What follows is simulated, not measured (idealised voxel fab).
process module | voxel spacer lines
Cross-sectional view cut (width: 290 nm; square cell size: 5 nm).
A cross-section in this document is a grid of square cells, and it is written down as bands, the top band listed before the ones below it; a band is made up of one or more rows of cells. Heads up on the band format: heights come first, top then bottom, in nm. After that it's the materials left to right, each with its width in nm. A single material flagged "everywhere" fills the whole band edge to edge, and "blank" means there's empty space there. We count height from 0. Below that, the starting wafer is all one material. The lowest band never ends at the bottom but goes on down; see "from 0 down" for how that is written. A width given as "30..40" starts at the first number in the band's top row and ends at the second number in its bottom row, shifting by an equal amount at every step from row to row. Where a step carries "nothing changed", the cross-section came out of it unchanged, cell for cell. Entry "Completely enclosed voids". Content: empty spaces with no open connection to the top, size 8 cells or greater. Each: width x height at distance. Distance: from left edge. Unit: nm. What comes after the settings on a step's line is commentary from the simulator itself on that step. "overlay nm" answers the question of how far to the right of plan the mask lay on a step that has a mask, and when it is negative the answer is to the left.

[The steps planned for the process are as follows]
step 1: RECEIVE: material Si
step 2: CONFORMAL_DEP: material Al2O3, thk nm 10
step 3: DIRECTIONAL_DEP: material W, thk nm 15
step 4: DIRECTIONAL_DEP: material aC, thk nm 25
step 5: PATTERN: tone cover, mask id MANDREL, material resist, width nm 25, pitch nm 80, thk nm 30, overlay nm 0
step 6: DIRECTIONAL_ETCH: etch materials aC, depth nm 25
step 7: STRIP: etch materials resist
step 8: CONFORMAL_DEP: material SiN, thk nm 15
step 9: DIRECTIONAL_ETCH: etch materials SiN, depth nm 15
step 10: STRIP: etch materials aC
step 11: DIRECTIONAL_ETCH: etch materials W, depth nm 15
step 12: STRIP: etch materials SiN

[First of the two wafers, run per plan]

[Cross-section, incoming material, after step 1]
from 0 down: Si everywhere
Completely enclosed voids: none

[After step 2: wafer cross-section]
from 10 to 0: Al2O3 everywhere
Everything under 0 stays put, no change at all.

[After step 3: wafer cross-section]
from 25 to 10: W everywhere
Everything under 10 stays put, no change at all.

[After step 4: wafer cross-section]
from 50 to 25: aC everywhere
Everything under 25 stays put, no change at all.

[After step 5: wafer cross-section]
from 80 to 50: 90 blank, then 25 resist, then 55 blank, then 25 resist, then 95 blank
Everything under 50 stays put, no change at all.

[After step 6: wafer cross-section]
from 55 to 50: 90 blank, then 25 resist, then 55 blank, then 25 resist, then 95 blank
from 50 to 25: 90 blank, then 25 aC, then 55 blank, then 25 aC, then 95 blank
Everything under 25 stays put, no change at all.

[After step 7: wafer cross-section]
from 50 to 25: 90 blank, then 25 aC, then 55 blank, then 25 aC, then 95 blank
Everything under 25 stays put, no change at all.

[After step 8: wafer cross-section]
from 65 to 50: 75 blank, then 55 SiN, then 25 blank, then 55 SiN, then 80 blank
from 50 to 40: 75 blank, then 15 SiN, then 25 aC, then 15 SiN, then 25 blank, then 15 SiN, then 25 aC, then 15 SiN, then 80 blank
from 40 to 25: 90 SiN, then 25 aC, then 55 SiN, then 25 aC, then 95 SiN
Everything under 25 stays put, no change at all.

[After step 9: wafer cross-section]
from 50 to 25: 75 blank, then 15 SiN, then 25 aC, then 15 SiN, then 25 blank, then 15 SiN, then 25 aC, then 15 SiN, then 80 blank
Everything under 25 stays put, no change at all.

[After step 10: wafer cross-section]
from 50 to 25: 75 blank, then 15 SiN, then 25 blank, then 15 SiN, then 25 blank, then 15 SiN, then 25 blank, then 15 SiN, then 80 blank
Everything under 25 stays put, no change at all.

[After step 11: wafer cross-section]
from 50 to 25: 75 blank, then 15 SiN, then 25 blank, then 15 SiN, then 25 blank, then 15 SiN, then 25 blank, then 15 SiN, then 80 blank
from 25 to 10: 75 blank, then 15 W, then 25 blank, then 15 W, then 25 blank, then 15 W, then 25 blank, then 15 W, then 80 blank
Everything under 10 stays put, no change at all.

[After step 12: wafer cross-section]
from 25 to 10: 75 blank, then 15 W, then 25 blank, then 15 W, then 25 blank, then 15 W, then 25 blank, then 15 W, then 80 blank
Everything under 10 stays put, no change at all.

[What follows concerns the second wafer, which started out like the first and was meant to follow the very same plan; one mistake crept in when it was run, but everything up to and including step 1 is the same as for the first wafer]

What the second wafer looks like in cross-section when step 2 should have wrapped up: nothing changed

[What the second wafer looks like in cross-section when step 3 should have wrapped up]
from 15 to 0: W everywhere
Everything under 0 stays put, no change at all.

[What the second wafer looks like in cross-section when step 4 should have wrapped up]
from 40 to 15: aC everywhere
Everything under 15 stays put, no change at all.

[What the second wafer looks like in cross-section when step 5 should have wrapped up]
from 70 to 40: 90 blank, then 25 resist, then 55 blank, then 25 resist, then 95 blank
Everything under 40 stays put, no change at all.

[What the second wafer looks like in cross-section when step 6 should have wrapped up]
from 45 to 40: 90 blank, then 25 resist, then 55 blank, then 25 resist, then 95 blank
from 40 to 15: 90 blank, then 25 aC, then 55 blank, then 25 aC, then 95 blank
Everything under 15 stays put, no change at all.

[What the second wafer looks like in cross-section when step 7 should have wrapped up]
from 40 to 15: 90 blank, then 25 aC, then 55 blank, then 25 aC, then 95 blank
Everything under 15 stays put, no change at all.

[What the second wafer looks like in cross-section when step 8 should have wrapped up]
from 55 to 40: 75 blank, then 55 SiN, then 25 blank, then 55 SiN, then 80 blank
from 40 to 30: 75 blank, then 15 SiN, then 25 aC, then 15 SiN, then 25 blank, then 15 SiN, then 25 aC, then 15 SiN, then 80 blank
from 30 to 15: 90 SiN, then 25 aC, then 55 SiN, then 25 aC, then 95 SiN
Everything under 15 stays put, no change at all.

[What the second wafer looks like in cross-section when step 9 should have wrapped up]
from 40 to 15: 75 blank, then 15 SiN, then 25 aC, then 15 SiN, then 25 blank, then 15 SiN, then 25 aC, then 15 SiN, then 80 blank
Everything under 15 stays put, no change at all.

[What the second wafer looks like in cross-section when step 10 should have wrapped up]
from 40 to 15: 75 blank, then 15 SiN, then 25 blank, then 15 SiN, then 25 blank, then 15 SiN, then 25 blank, then 15 SiN, then 80 blank
Everything under 15 stays put, no change at all.

[What the second wafer looks like in cross-section when step 11 should have wrapped up]
from 40 to 15: 75 blank, then 15 SiN, then 25 blank, then 15 SiN, then 25 blank, then 15 SiN, then 25 blank, then 15 SiN, then 80 blank
from 15 to 0: 75 blank, then 15 W, then 25 blank, then 15 W, then 25 blank, then 15 W, then 25 blank, then 15 W, then 80 blank
Everything under 0 stays put, no change at all.

[What the second wafer looks like in cross-section when step 12 should have wrapped up]
from 15 to 0: 75 blank, then 15 W, then 25 blank, then 15 W, then 25 blank, then 15 W, then 25 blank, then 15 W, then 80 blank
Everything under 0 stays put, no change at all.
Where did the run depart from the plan? plan step 2 never ran because it was skipped
Bottom line after processing is that, in cells, the second wafer is up or down on some materials versus the first: Al2O3 -116
